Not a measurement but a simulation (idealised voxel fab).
Title: Process Module voxel gate over fins
FYI the section here is cut, 230 nm wide, cells are 5 nm squares.
In what follows, cross-sections appear as grids of square cells, described through bands that run from the top down, where every band is one or more rows of cells. A band entry consists of two parts. The first gives the height of the band's top and the height of its bottom, in nm. The rest lists the band's materials from left to right, each with its width in nm. A single material labelled with the word "all across" fills the band from edge to edge, and the word "blank" marks empty space. Heights are reckoned from 0. Under this level, the received wafer is all of one material. The bottommost band is open-ended downward, for example "top 0, no bottom". Width spec "30..40" -> top row of cells at first value, bottom row at second value, equal per-row change in between. "no alteration" -> step changed no cross-section cell. Listed in "Unvented voids": every empty space of 8 or more cells without an open way to the top. Form: width x height at distance, the distance being from the left edge, all in nm. What comes after the settings on a step's line is commentary from the simulator itself on that step. The line of a step may include "overlay nm". On a step with a mask, this value is how far to the right of its planned place the mask lay. A negative value means the mask lay to the left. How should the pairs below be read? Each gives the cross-section before one process step and the cross-section after it, the latter drawn only to the lowest band that changed; the step that lies between them, with its settings, appears under the pair. Does a pair pick up where the pair above left off? Only where its entry headed "Preceding state" says so, since pairs can come from different runs of this module on the same starting wafer.

**Preceding state**
    top 25, bottom 5 | blank 55 nm; resist 20 nm; blank 30 nm; resist 20 nm; blank 30 nm; resist 20 nm; blank 55 nm
    top 5, bottom 0 | blank 55 nm; SiN 20 nm; blank 30 nm; SiN 20 nm; blank 30 nm; SiN 20 nm; blank 55 nm
    top 0, no bottom | Si all across
    Unvented voids: none

**Post-Step Appearance**
    top 25, bottom 5 | blank 55 nm; resist 20 nm; blank 30 nm; resist 20 nm; blank 30 nm; resist 20 nm; blank 55 nm
    top 5, bottom 0 | blank 55 nm; SiN 20 nm; blank 30 nm; SiN 20 nm; blank 30 nm; SiN 20 nm; blank 55 nm
    top 0, bottom -40 | blank 55 nm; Si 20 nm; blank 30 nm; Si 20 nm; blank 30 nm; Si 20 nm; blank 55 nm
    Under -40: no change, same as before.
    Unvented voids: none
What sits between those two cross-sections? DIRECTIONAL_ETCH: etch materials Si, depth nm 40

Preceding state: identical to the post-step cross-section of the immediately preceding pair.

**Post-Step Appearance**
    top 5, bottom 0 | blank 55 nm; SiN 20 nm; blank 30 nm; SiN 20 nm; blank 30 nm; SiN 20 nm; blank 55 nm
    Under 0: no change, same as before.
    Unvented voids: none
What sits between those two cross-sections? STRIP: etch materials resist

Preceding state: identical to the post-step cross-section of the immediately preceding pair.

**Post-Step Appearance**
    top 20, bottom 5 | SiO2 all across
    top 5, bottom 0 | SiO2 55 nm; SiN 20 nm; SiO2 30 nm; SiN 20 nm; SiO2 30 nm; SiN 20 nm; SiO2 55 nm
    top 0, bottom -40 | SiO2 55 nm; Si 20 nm; SiO2 30 nm; Si 20 nm; SiO2 30 nm; Si 20 nm; SiO2 55 nm
    Under -40: no change, same as before.
    Unvented voids: none
What sits between those two cross-sections? FILL_DEP: material SiO2, thk nm 15

Preceding state: identical to the post-step cross-section of the immediately preceding pair.

**Post-Step Appearance**
    top 5, bottom 0 | SiO2 55 nm; SiN 20 nm; SiO2 30 nm; SiN 20 nm; SiO2 30 nm; SiN 20 nm; SiO2 55 nm
    Under 0: no change, same as before.
    Unvented voids: none
What sits between those two cross-sections? CMP: height nm 5

Preceding state: identical to the post-step cross-section of the immediately preceding pair.

**Post-Step Appearance**
    top 25, bottom 5 | resist 80 nm; blank 15 nm; resist 135 nm
    Under 5: no change, same as before.
    Unvented voids: none
What sits between those two cross-sections? PATTERN: tone open, mask id RAIL, material resist, width nm 15, thk nm 20, overlay nm 0

Preceding state: identical to the post-step cross-section of the immediately preceding pair.

**Post-Step Appearance**
    top 25, bottom 5 | resist 80 nm; blank 15 nm; resist 135 nm
    top 5, bottom 0 | SiO2 55 nm; SiN 20 nm; SiO2 5 nm; blank 15 nm; SiO2 10 nm; SiN 20 nm; SiO2 30 nm; SiN 20 nm; SiO2 55 nm
    top 0, bottom -35 | SiO2 55 nm; Si 20 nm; SiO2 5 nm; blank 15 nm; SiO2 10 nm; Si 20 nm; SiO2 30 nm; Si 20 nm; SiO2 55 nm
    Under -35: no change, same as before.
    Unvented voids: none
What sits between those two cross-sections? DIRECTIONAL_ETCH: etch materials SiO2, depth nm 40

Preceding state: identical to the post-step cross-section of the immediately preceding pair.

**Post-Step Appearance**
    top 5, bottom 0 | SiO2 55 nm; SiN 20 nm; SiO2 5 nm; blank 15 nm; SiO2 10 nm; SiN 20 nm; SiO2 30 nm; SiN 20 nm; SiO2 55 nm
    Under 0: no change, same as before.
    Unvented voids: none
What sits between those two cross-sections? STRIP: etch materials resist

Preceding state: identical to the post-step cross-section of the immediately preceding pair.

**Post-Step Appearance**
    top 10, bottom 5 | TiN 85 nm; blank 5 nm; TiN 140 nm
    top 5, bottom 0 | SiO2 55 nm; SiN 20 nm; SiO2 5 nm; TiN 5 nm; blank 5 nm; TiN 5 nm; SiO2 10 nm; SiN 20 nm; SiO2 30 nm; SiN 20 nm; SiO2 55 nm
    top 0, bottom -30 | SiO2 55 nm; Si 20 nm; SiO2 5 nm; TiN 5 nm; blank 5 nm; TiN 5 nm; SiO2 10 nm; Si 20 nm; SiO2 30 nm; Si 20 nm; SiO2 55 nm
    top -30, bottom -35 | SiO2 55 nm; Si 20 nm; SiO2 5 nm; TiN 15 nm; SiO2 10 nm; Si 20 nm; SiO2 30 nm; Si 20 nm; SiO2 55 nm
    Under -35: no change, same as before.
    Unvented voids: none
What sits between those two cross-sections? CONFORMAL_DEP: material TiN, thk nm 5

Preceding state: identical to the post-step cross-section of the immediately preceding pair.

**Post-Step Appearance**
    top 15, bottom 10 | Ru all across
    top 10, bottom 5 | TiN 85 nm; Ru 5 nm; TiN 140 nm
    top 5, bottom 0 | SiO2 55 nm; SiN 20 nm; SiO2 5 nm; TiN 5 nm; Ru 5 nm; TiN 5 nm; SiO2 10 nm; SiN 20 nm; SiO2 30 nm; SiN 20 nm; SiO2 55 nm
    top 0, bottom -30 | SiO2 55 nm; Si 20 nm; SiO2 5 nm; TiN 5 nm; Ru 5 nm; TiN 5 nm; SiO2 10 nm; Si 20 nm; SiO2 30 nm; Si 20 nm; SiO2 55 nm
    Under -30: no change, same as before.
    Unvented voids: none
What sits between those two cross-sections? FILL_DEP: material Ru, thk nm 5

Preceding state: identical to the post-step cross-section of the immediately preceding pair.

**Post-Step Appearance**
    top 5, bottom 0 | SiO2 55 nm; SiN 20 nm; SiO2 5 nm; TiN 5 nm; Ru 5 nm; TiN 5 nm; SiO2 10 nm; SiN 20 nm; SiO2 30 nm; SiN 20 nm; SiO2 55 nm
    Under 0: no change, same as before.
    Unvented voids: none
What sits between those two cross-sections? CMP: height nm 5

Preceding state: identical to the post-step cross-section of the immediately preceding pair.

**Post-Step Appearance**
    top 5, bottom 0 | SiO2 55 nm; SiN 20 nm; SiO2 5 nm; blank 15 nm; SiO2 10 nm; SiN 20 nm; SiO2 30 nm; SiN 20 nm; SiO2 55 nm
    top 0, bottom -20 | SiO2 55 nm; Si 20 nm; SiO2 5 nm; blank 15 nm; SiO2 10 nm; Si 20 nm; SiO2 30 nm; Si 20 nm; SiO2 55 nm
    Under -20: no change, same as before.
    Unvented voids: none
What sits between those two cross-sections? SELECTIVE_ETCH: etch materials W Ru TiN, depth nm 25

Preceding state: identical to the post-step cross-section of the immediately preceding pair.

**Post-Step Appearance**
    top 10, bottom 5 | SiO2 all across
    top 5, bottom 0 | SiO2 55 nm; SiN 20 nm; SiO2 30 nm; SiN 20 nm; SiO2 30 nm; SiN 20 nm; SiO2 55 nm
    top 0, bottom -20 | SiO2 55 nm; Si 20 nm; SiO2 30 nm; Si 20 nm; SiO2 30 nm; Si 20 nm; SiO2 55 nm
    Under -20: no change, same as before.
    Unvented voids: none
What sits between those two cross-sections? FILL_DEP: material SiO2, thk nm 5

Preceding state: identical to the post-step cross-section of the immediately preceding pair.

**Post-Step Appearance**
    top 5, bottom 0 | SiO2 55 nm; SiN 20 nm; SiO2 30 nm; SiN 20 nm; SiO2 30 nm; SiN 20 nm; SiO2 55 nm
    Under 0: no change, same as before.
    Unvented voids: none
What sits between those two cross-sections? CMP: height nm 5

Preceding state: identical to the post-step cross-section of the immediately preceding pair.

**Post-Step Appearance**
    top 5, bottom 0 | blank 55 nm; SiN 20 nm; blank 30 nm; SiN 20 nm; blank 30 nm; SiN 20 nm; blank 55 nm
    top 0, bottom -10 | blank 55 nm; Si 20 nm; blank 30 nm; Si 20 nm; blank 30 nm; Si 20 nm; blank 55 nm
    Under -10: no change, same as before.
    Unvented voids: none
What sits between those two cross-sections? SELECTIVE_ETCH: etch materials SiO2, depth nm 15

Preceding state: identical to the post-step cross-section of the immediately preceding pair.

**Post-Step Appearance**
    top 0, bottom -10 | blank 55 nm; Si 20 nm; blank 30 nm; Si 20 nm; blank 30 nm; Si 20 nm; blank 55 nm
    Under -10: no change, same as before.
    Unvented voids: none
What sits between those two cross-sections? STRIP: etch materials SiN

Preceding state: identical to the post-step cross-section of the immediately preceding pair.

**Post-Step Appearance**
    top 5, bottom 0 | blank 50 nm; HfO2 30 nm; blank 20 nm; HfO2 30 nm; blank 20 nm; HfO2 30 nm; blank 50 nm
    top 0, bottom -5 | blank 50 nm; HfO2 5 nm; Si 20 nm; HfO2 5 nm; blank 20 nm; HfO2 5 nm; Si 20 nm; HfO2 5 nm; blank 20 nm; HfO2 5 nm; Si 20 nm; HfO2 5 nm; blank 50 nm
    top -5, bottom -10 | HfO2 55 nm; Si 20 nm; HfO2 30 nm; Si 20 nm; HfO2 30 nm; Si 20 nm; HfO2 55 nm
    Under -10: no change, same as before.
    Unvented voids: none
What sits between those two cross-sections? CONFORMAL_DEP: material HfO2, thk nm 5

Preceding state: identical to the post-step cross-section of the immediately preceding pair.

**Post-Step Appearance**
    top 10, bottom 5 | blank 45 nm; TiN 40 nm; blank 10 nm; TiN 40 nm; blank 10 nm; TiN 40 nm; blank 45 nm
    top 5, bottom 0 | blank 45 nm; TiN 5 nm; HfO2 30 nm; TiN 5 nm; blank 10 nm; TiN 5 nm; HfO2 30 nm; TiN 5 nm; blank 10 nm; TiN 5 nm; HfO2 30 nm; TiN 5 nm; blank 45 nm
    top 0, bottom -5 | TiN 50 nm; HfO2 5 nm; Si 20 nm; HfO2 5 nm; TiN 20 nm; HfO2 5 nm; Si 20 nm; HfO2 5 nm; TiN 20 nm; HfO2 5 nm; Si 20 nm; HfO2 5 nm; TiN 50 nm
    Under -5: no change, same as before.
    Unvented voids: none
What sits between those two cross-sections? CONFORMAL_DEP: material TiN, thk nm 5

Preceding state: identical to the post-step cross-section of the immediately preceding pair.

**Post-Step Appearance**
    top 20, bottom 10 | W all across
    top 10, bottom 5 | W 45 nm; TiN 40 nm; W 10 nm; TiN 40 nm; W 10 nm; TiN 40 nm; W 45 nm
    top 5, bottom 0 | W 45 nm; TiN 5 nm; HfO2 30 nm; TiN 5 nm; W 10 nm; TiN 5 nm; HfO2 30 nm; TiN 5 nm; W 10 nm; TiN 5 nm; HfO2 30 nm; TiN 5 nm; W 45 nm
    Under 0: no change, same as before.
    Unvented voids: none
What sits between those two cross-sections? FILL_DEP: material W, thk nm 10

Preceding state: identical to the post-step cross-section of the immediately preceding pair.

**Post-Step Appearance**
    top 15, bottom 10 | W all across
    Under 10: no change, same as before.
    Unvented voids: none
What sits between those two cross-sections? CMP: height nm 15

Preceding state: identical to the post-step cross-section of the immediately preceding pair.

**Post-Step Appearance**
    top 25, bottom 15 | SiCN all across
    Under 15: no change, same as before.
    Unvented voids: none
What sits between those two cross-sections? CONFORMAL_DEP: material SiCN, thk nm 10

**Preceding state**
    top 5, bottom 0 | SiN all across
    top 0, no bottom | Si all across
    Unvented voids: none

**Post-Step Appearance**
    top 25, bottom 5 | blank 60 nm; resist 15 nm; blank 35 nm; resist 15 nm; blank 35 nm; resist 15 nm; blank 55 nm
    Under 5: no change, same as before.
    Unvented voids: none
What sits between those two cross-sections? PATTERN: tone cover, mask id FINS, material resist, width nm 15, pitch nm 50, thk nm 20, overlay nm 5

Preceding state: identical to the post-step cross-section of the immediately preceding pair.

**Post-Step Appearance**
    top 25, bottom 5 | blank 60 nm; resist 15 nm; blank 35 nm; resist 15 nm; blank 35 nm; resist 15 nm; blank 55 nm
    top 5, bottom 0 | blank 60 nm; SiN 15 nm; blank 35 nm; SiN 15 nm; blank 35 nm; SiN 15 nm; blank 55 nm
    Under 0: no change, same as before.
    Unvented voids: none
What sits between those two cross-sections? DIRECTIONAL_ETCH: etch materials SiN, depth nm 5

Preceding state: identical to the post-step cross-section of the immediately preceding pair.

**Post-Step Appearance**
    top 25, bottom 5 | blank 60 nm; resist 15 nm; blank 35 nm; resist 15 nm; blank 35 nm; resist 15 nm; blank 55 nm
    top 5, bottom 0 | blank 60 nm; SiN 15 nm; blank 35 nm; SiN 15 nm; blank 35 nm; SiN 15 nm; blank 55 nm
    top 0, bottom -40 | blank 60 nm; Si 15 nm; blank 35 nm; Si 15 nm; blank 35 nm; Si 15 nm; blank 55 nm
    Under -40: no change, same as before.
    Unvented voids: none
What sits between those two cross-sections? DIRECTIONAL_ETCH: etch materials Si, depth nm 40

Preceding state: identical to the post-step cross-section of the immediately preceding pair.

**Post-Step Appearance**
    top 5, bottom 0 | blank 60 nm; SiN 15 nm; blank 35 nm; SiN 15 nm; blank 35 nm; SiN 15 nm; blank 55 nm
    Under 0: no change, same as before.
    Unvented voids: none
What sits between those two cross-sections? STRIP: etch materials resist

Preceding state: identical to the post-step cross-section of the immediately preceding pair.

**Post-Step Appearance**
    top 20, bottom 5 | SiO2 all across
    top 5, bottom 0 | SiO2 60 nm; SiN 15 nm; SiO2 35 nm; SiN 15 nm; SiO2 35 nm; SiN 15 nm; SiO2 55 nm
    top 0, bottom -40 | SiO2 60 nm; Si 15 nm; SiO2 35 nm; Si 15 nm; SiO2 35 nm; Si 15 nm; SiO2 55 nm
    Under -40: no change, same as before.
    Unvented voids: none
What sits between those two cross-sections? FILL_DEP: material SiO2, thk nm 15

Preceding state: identical to the post-step cross-section of the immediately preceding pair.

**Post-Step Appearance**
    top 5, bottom 0 | SiO2 60 nm; SiN 15 nm; SiO2 35 nm; SiN 15 nm; SiO2 35 nm; SiN 15 nm; SiO2 55 nm
    Under 0: no change, same as before.
    Unvented voids: none
What sits between those two cross-sections? CMP: height nm 5

Preceding state: identical to the post-step cross-section of the immediately preceding pair.

**Post-Step Appearance**
    top 25, bottom 5 | resist 80 nm; blank 15 nm; resist 135 nm
    Under 5: no change, same as before.
    Unvented voids: none
What sits between those two cross-sections? PATTERN: tone open, mask id RAIL, material resist, width nm 15, thk nm 20, overlay nm 0

Preceding state: identical to the post-step cross-section of the immediately preceding pair.

**Post-Step Appearance**
    top 25, bottom 5 | resist 80 nm; blank 15 nm; resist 135 nm
    top 5, bottom 0 | SiO2 60 nm; SiN 15 nm; SiO2 5 nm; blank 15 nm; SiO2 15 nm; SiN 15 nm; SiO2 35 nm; SiN 15 nm; SiO2 55 nm
    top 0, bottom -35 | SiO2 60 nm; Si 15 nm; SiO2 5 nm; blank 15 nm; SiO2 15 nm; Si 15 nm; SiO2 35 nm; Si 15 nm; SiO2 55 nm
    Under -35: no change, same as before.
    Unvented voids: none
What sits between those two cross-sections? DIRECTIONAL_ETCH: etch materials SiO2, depth nm 40

Preceding state: identical to the post-step cross-section of the immediately preceding pair.

**Post-Step Appearance**
    top 5, bottom 0 | SiO2 60 nm; SiN 15 nm; SiO2 5 nm; blank 15 nm; SiO2 15 nm; SiN 15 nm; SiO2 35 nm; SiN 15 nm; SiO2 55 nm
    Under 0: no change, same as before.
    Unvented voids: none
What sits between those two cross-sections? STRIP: etch materials resist

Preceding state: identical to the post-step cross-section of the immediately preceding pair.

**Post-Step Appearance**
    top 10, bottom 5 | TiN 85 nm; blank 5 nm; TiN 140 nm
    top 5, bottom 0 | SiO2 60 nm; SiN 15 nm; SiO2 5 nm; TiN 5 nm; blank 5 nm; TiN 5 nm; SiO2 15 nm; SiN 15 nm; SiO2 35 nm; SiN 15 nm; SiO2 55 nm
    top 0, bottom -30 | SiO2 60 nm; Si 15 nm; SiO2 5 nm; TiN 5 nm; blank 5 nm; TiN 5 nm; SiO2 15 nm; Si 15 nm; SiO2 35 nm; Si 15 nm; SiO2 55 nm
    top -30, bottom -35 | SiO2 60 nm; Si 15 nm; SiO2 5 nm; TiN 15 nm; SiO2 15 nm; Si 15 nm; SiO2 35 nm; Si 15 nm; SiO2 55 nm
    Under -35: no change, same as before.
    Unvented voids: none
What sits between those two cross-sections? CONFORMAL_DEP: material TiN, thk nm 5

Preceding state: identical to the post-step cross-section of the immediately preceding pair.

**Post-Step Appearance**
    top 15, bottom 10 | Ru all across
    top 10, bottom 5 | TiN 85 nm; Ru 5 nm; TiN 140 nm
    top 5, bottom 0 | SiO2 60 nm; SiN 15 nm; SiO2 5 nm; TiN 5 nm; Ru 5 nm; TiN 5 nm; SiO2 15 nm; SiN 15 nm; SiO2 35 nm; SiN 15 nm; SiO2 55 nm
    top 0, bottom -30 | SiO2 60 nm; Si 15 nm; SiO2 5 nm; TiN 5 nm; Ru 5 nm; TiN 5 nm; SiO2 15 nm; Si 15 nm; SiO2 35 nm; Si 15 nm; SiO2 55 nm
    Under -30: no change, same as before.
    Unvented voids: none
What sits between those two cross-sections? FILL_DEP: material Ru, thk nm 5

Preceding state: identical to the post-step cross-section of the immediately preceding pair.

**Post-Step Appearance**
    top 5, bottom 0 | SiO2 60 nm; SiN 15 nm; SiO2 5 nm; TiN 5 nm; Ru 5 nm; TiN 5 nm; SiO2 15 nm; SiN 15 nm; SiO2 35 nm; SiN 15 nm; SiO2 55 nm
    Under 0: no change, same as before.
    Unvented voids: none
What sits between those two cross-sections? CMP: height nm 5

Preceding state: identical to the post-step cross-section of the immediately preceding pair.

**Post-Step Appearance**
    top 5, bottom 0 | SiO2 60 nm; SiN 15 nm; SiO2 5 nm; blank 15 nm; SiO2 15 nm; SiN 15 nm; SiO2 35 nm; SiN 15 nm; SiO2 55 nm
    top 0, bottom -20 | SiO2 60 nm; Si 15 nm; SiO2 5 nm; blank 15 nm; SiO2 15 nm; Si 15 nm; SiO2 35 nm; Si 15 nm; SiO2 55 nm
    Under -20: no change, same as before.
    Unvented voids: none
What sits between those two cross-sections? SELECTIVE_ETCH: etch materials W Ru TiN, depth nm 25

Preceding state: identical to the post-step cross-section of the immediately preceding pair.

**Post-Step Appearance**
    top 10, bottom 5 | SiO2 all across
    top 5, bottom 0 | SiO2 60 nm; SiN 15 nm; SiO2 35 nm; SiN 15 nm; SiO2 35 nm; SiN 15 nm; SiO2 55 nm
    top 0, bottom -20 | SiO2 60 nm; Si 15 nm; SiO2 35 nm; Si 15 nm; SiO2 35 nm; Si 15 nm; SiO2 55 nm
    Under -20: no change, same as before.
    Unvented voids: none
What sits between those two cross-sections? FILL_DEP: material SiO2, thk nm 5

Preceding state: identical to the post-step cross-section of the immediately preceding pair.

**Post-Step Appearance**
    top 5, bottom 0 | SiO2 60 nm; SiN 15 nm; SiO2 35 nm; SiN 15 nm; SiO2 35 nm; SiN 15 nm; SiO2 55 nm
    Under 0: no change, same as before.
    Unvented voids: none
What sits between those two cross-sections? CMP: height nm 5

Preceding state: identical to the post-step cross-section of the immediately preceding pair.

**Post-Step Appearance**
    top 5, bottom 0 | blank 60 nm; SiN 15 nm; blank 35 nm; SiN 15 nm; blank 35 nm; SiN 15 nm; blank 55 nm
    top 0, bottom -10 | blank 60 nm; Si 15 nm; blank 35 nm; Si 15 nm; blank 35 nm; Si 15 nm; blank 55 nm
    Under -10: no change, same as before.
    Unvented voids: none
What sits between those two cross-sections? SELECTIVE_ETCH: etch materials SiO2, depth nm 15

Preceding state: identical to the post-step cross-section of the immediately preceding pair.

**Post-Step Appearance**
    top 0, bottom -10 | blank 60 nm; Si 15 nm; blank 35 nm; Si 15 nm; blank 35 nm; Si 15 nm; blank 55 nm
    Under -10: no change, same as before.
    Unvented voids: none
What sits between those two cross-sections? STRIP: etch materials SiN

Preceding state: identical to the post-step cross-section of the immediately preceding pair.

**Post-Step Appearance**
    top 5, bottom 0 | blank 55 nm; HfO2 25 nm; blank 25 nm; HfO2 25 nm; blank 25 nm; HfO2 25 nm; blank 50 nm
    top 0, bottom -5 | blank 55 nm; HfO2 5 nm; Si 15 nm; HfO2 5 nm; blank 25 nm; HfO2 5 nm; Si 15 nm; HfO2 5 nm; blank 25 nm; HfO2 5 nm; Si 15 nm; HfO2 5 nm; blank 50 nm
    top -5, bottom -10 | HfO2 60 nm; Si 15 nm; HfO2 35 nm; Si 15 nm; HfO2 35 nm; Si 15 nm; HfO2 55 nm
    Under -10: no change, same as before.
    Unvented voids: none
What sits between those two cross-sections? CONFORMAL_DEP: material HfO2, thk nm 5

Preceding state: identical to the post-step cross-section of the immediately preceding pair.

**Post-Step Appearance**
    top 10, bottom 5 | blank 50 nm; TiN 35 nm; blank 15 nm; TiN 35 nm; blank 15 nm; TiN 35 nm; blank 45 nm
    top 5, bottom 0 | blank 50 nm; TiN 5 nm; HfO2 25 nm; TiN 5 nm; blank 15 nm; TiN 5 nm; HfO2 25 nm; TiN 5 nm; blank 15 nm; TiN 5 nm; HfO2 25 nm; TiN 5 nm; blank 45 nm
    top 0, bottom -5 | TiN 55 nm; HfO2 5 nm; Si 15 nm; HfO2 5 nm; TiN 25 nm; HfO2 5 nm; Si 15 nm; HfO2 5 nm; TiN 25 nm; HfO2 5 nm; Si 15 nm; HfO2 5 nm; TiN 50 nm
    Under -5: no change, same as before.
    Unvented voids: none
What sits between those two cross-sections? CONFORMAL_DEP: material TiN, thk nm 5

Preceding state: identical to the post-step cross-section of the immediately preceding pair.

**Post-Step Appearance**
    top 20, bottom 10 | W all across
    top 10, bottom 5 | W 50 nm; TiN 35 nm; W 15 nm; TiN 35 nm; W 15 nm; TiN 35 nm; W 45 nm
    top 5, bottom 0 | W 50 nm; TiN 5 nm; HfO2 25 nm; TiN 5 nm; W 15 nm; TiN 5 nm; HfO2 25 nm; TiN 5 nm; W 15 nm; TiN 5 nm; HfO2 25 nm; TiN 5 nm; W 45 nm
    Under 0: no change, same as before.
    Unvented voids: none
What sits between those two cross-sections? FILL_DEP: material W, thk nm 10

Preceding state: identical to the post-step cross-section of the immediately preceding pair.

**Post-Step Appearance**
    top 15, bottom 10 | W all across
    Under 10: no change, same as before.
    Unvented voids: none
What sits between those two cross-sections? CMP: height nm 15

Preceding state: identical to the post-step cross-section of the immediately preceding pair.

**Post-Step Appearance**
    top 25, bottom 15 | SiCN all across
    Under 15: no change, same as before.
    Unvented voids: none
What sits between those two cross-sections? CONFORMAL_DEP: material SiCN, thk nm 10

**Preceding state**
    top 0, bottom -10 | blank 55 nm; Si 15 nm; blank 35 nm; Si 15 nm; blank 35 nm; Si 15 nm; blank 60 nm
    top -10, bottom -20 | SiO2 55 nm; Si 15 nm; SiO2 35 nm; Si 15 nm; SiO2 35 nm; Si 15 nm; SiO2 60 nm
    top -20, bottom -30 | SiO2 55 nm; Si 15 nm; SiO2 10 nm; TiN 5 nm; Ru 5 nm; TiN 5 nm; SiO2 10 nm; Si 15 nm; SiO2 35 nm; Si 15 nm; SiO2 60 nm
    top -30, bottom -35 | SiO2 55 nm; Si 15 nm; SiO2 10 nm; TiN 15 nm; SiO2 10 nm; Si 15 nm; SiO2 35 nm; Si 15 nm; SiO2 60 nm
    top -35, bottom -40 | SiO2 55 nm; Si 15 nm; SiO2 35 nm; Si 15 nm; SiO2 35 nm; Si 15 nm; SiO2 60 nm
    top -40, no bottom | Si all across
    Unvented voids: none

**Post-Step Appearance**
    top 5, bottom 0 | blank 50 nm; SiCN 25 nm; blank 25 nm; SiCN 25 nm; blank 25 nm; SiCN 25 nm; blank 55 nm
    top 0, bottom -5 | blank 50 nm; SiCN 5 nm; Si 15 nm; SiCN 5 nm; blank 25 nm; SiCN 5 nm; Si 15 nm; SiCN 5 nm; blank 25 nm; SiCN 5 nm; Si 15 nm; SiCN 5 nm; blank 55 nm
    top -5, bottom -10 | SiCN 55 nm; Si 15 nm; SiCN 35 nm; Si 15 nm; SiCN 35 nm; Si 15 nm; SiCN 60 nm
    Under -10: no change, same as before.
    Unvented voids: none
What sits between those two cross-sections? CONFORMAL_DEP: material SiCN, thk nm 5

Preceding state: identical to the post-step cross-section of the immediately preceding pair.

**Post-Step Appearance**
    top 10, bottom 5 | blank 45 nm; TiN 35 nm; blank 15 nm; TiN 35 nm; blank 15 nm; TiN 35 nm; blank 50 nm
    top 5, bottom 0 | blank 45 nm; TiN 5 nm; SiCN 25 nm; TiN 5 nm; blank 15 nm; TiN 5 nm; SiCN 25 nm; TiN 5 nm; blank 15 nm; TiN 5 nm; SiCN 25 nm; TiN 5 nm; blank 50 nm
    top 0, bottom -5 | TiN 50 nm; SiCN 5 nm; Si 15 nm; SiCN 5 nm; TiN 25 nm; SiCN 5 nm; Si 15 nm; SiCN 5 nm; TiN 25 nm; SiCN 5 nm; Si 15 nm; SiCN 5 nm; TiN 55 nm
    Under -5: no change, same as before.
    Unvented voids: none
What sits between those two cross-sections? CONFORMAL_DEP: material TiN, thk nm 5

Preceding state: identical to the post-step cross-section of the immediately preceding pair.

**Post-Step Appearance**
    top 20, bottom 10 | W all across
    top 10, bottom 5 | W 45 nm; TiN 35 nm; W 15 nm; TiN 35 nm; W 15 nm; TiN 35 nm; W 50 nm
    top 5, bottom 0 | W 45 nm; TiN 5 nm; SiCN 25 nm; TiN 5 nm; W 15 nm; TiN 5 nm; SiCN 25 nm; TiN 5 nm; W 15 nm; TiN 5 nm; SiCN 25 nm; TiN 5 nm; W 50 nm
    Under 0: no change, same as before.
    Unvented voids: none
What sits between those two cross-sections? FILL_DEP: material W, thk nm 10

Preceding state: identical to the post-step cross-section of the immediately preceding pair.

**Post-Step Appearance**
    top 15, bottom 10 | W all across
    Under 10: no change, same as before.
    Unvented voids: none
What sits between those two cross-sections? CMP: height nm 15

Preceding state: identical to the post-step cross-section of the immediately preceding pair.

**Post-Step Appearance**
    top 25, bottom 15 | SiCN all across
    Under 15: no change, same as before.
    Unvented voids: none
What sits between those two cross-sections? CONFORMAL_DEP: material SiCN, thk nm 10

**Preceding state**
    top 5, bottom 0 | SiN all across
    top 0, no bottom | Si all across
    Unvented voids: none

**Post-Step Appearance**
    top 25, bottom 5 | resist 55 nm; blank 15 nm; resist 35 nm; blank 15 nm; resist 35 nm; blank 15 nm; resist 60 nm
    Under 5: no change, same as before.
    Unvented voids: none
What sits between those two cross-sections? PATTERN: tone open, mask id FINS, material resist, width nm 15, pitch nm 50, thk nm 20, overlay nm 0

Preceding state: identical to the post-step cross-section of the immediately preceding pair.

**Post-Step Appearance**
    top 25, bottom 5 | resist 55 nm; blank 15 nm; resist 35 nm; blank 15 nm; resist 35 nm; blank 15 nm; resist 60 nm
    top 5, bottom 0 | SiN 55 nm; blank 15 nm; SiN 35 nm; blank 15 nm; SiN 35 nm; blank 15 nm; SiN 60 nm
    Under 0: no change, same as before.
    Unvented voids: none
What sits between those two cross-sections? DIRECTIONAL_ETCH: etch materials SiN, depth nm 5

Preceding state: identical to the post-step cross-section of the immediately preceding pair.

**Post-Step Appearance**
    top 25, bottom 5 | resist 55 nm; blank 15 nm; resist 35 nm; blank 15 nm; resist 35 nm; blank 15 nm; resist 60 nm
    top 5, bottom 0 | SiN 55 nm; blank 15 nm; SiN 35 nm; blank 15 nm; SiN 35 nm; blank 15 nm; SiN 60 nm
    top 0, bottom -40 | Si 55 nm; blank 15 nm; Si 35 nm; blank 15 nm; Si 35 nm; blank 15 nm; Si 60 nm
    Under -40: no change, same as before.
    Unvented voids: none
What sits between those two cross-sections? DIRECTIONAL_ETCH: etch materials Si, depth nm 40

Preceding state: identical to the post-step cross-section of the immediately preceding pair.

**Post-Step Appearance**
    top 5, bottom 0 | SiN 55 nm; blank 15 nm; SiN 35 nm; blank 15 nm; SiN 35 nm; blank 15 nm; SiN 60 nm
    Under 0: no change, same as before.
    Unvented voids: none
What sits between those two cross-sections? STRIP: etch materials resist

Preceding state: identical to the post-step cross-section of the immediately preceding pair.

**Post-Step Appearance**
    top 20, bottom 5 | SiO2 all across
    top 5, bottom 0 | SiN 55 nm; SiO2 15 nm; SiN 35 nm; SiO2 15 nm; SiN 35 nm; SiO2 15 nm; SiN 60 nm
    top 0, bottom -40 | Si 55 nm; SiO2 15 nm; Si 35 nm; SiO2 15 nm; Si 35 nm; SiO2 15 nm; Si 60 nm
    Under -40: no change, same as before.
    Unvented voids: none
What sits between those two cross-sections? FILL_DEP: material SiO2, thk nm 15

Preceding state: identical to the post-step cross-section of the immediately preceding pair.

**Post-Step Appearance**
    top 5, bottom 0 | SiN 55 nm; SiO2 15 nm; SiN 35 nm; SiO2 15 nm; SiN 35 nm; SiO2 15 nm; SiN 60 nm
    Under 0: no change, same as before.
    Unvented voids: none
What sits between those two cross-sections? CMP: height nm 5

Preceding state: identical to the post-step cross-section of the immediately preceding pair.

**Post-Step Appearance**
    top 25, bottom 5 | resist 80 nm; blank 15 nm; resist 135 nm
    Under 5: no change, same as before.
    Unvented voids: none
What sits between those two cross-sections? PATTERN: tone open, mask id RAIL, material resist, width nm 15, thk nm 20, overlay nm 0

Preceding state: identical to the post-step cross-section of the immediately preceding pair.

**Post-Step Appearance**
    top 5, bottom 0 | SiN 55 nm; SiO2 15 nm; SiN 35 nm; SiO2 15 nm; SiN 35 nm; SiO2 15 nm; SiN 60 nm
    Under 0: no change, same as before.
    Unvented voids: none
What sits between those two cross-sections? STRIP: etch materials resist

Preceding state: identical to the post-step cross-section of the immediately preceding pair.

**Post-Step Appearance**
    top 10, bottom 5 | TiN all across
    Under 5: no change, same as before.
    Unvented voids: none
What sits between those two cross-sections? CONFORMAL_DEP: material TiN, thk nm 5

Preceding state: identical to the post-step cross-section of the immediately preceding pair.

**Post-Step Appearance**
    top 15, bottom 10 | Ru all across
    Under 10: no change, same as before.
    Unvented voids: none
What sits between those two cross-sections? FILL_DEP: material Ru, thk nm 5
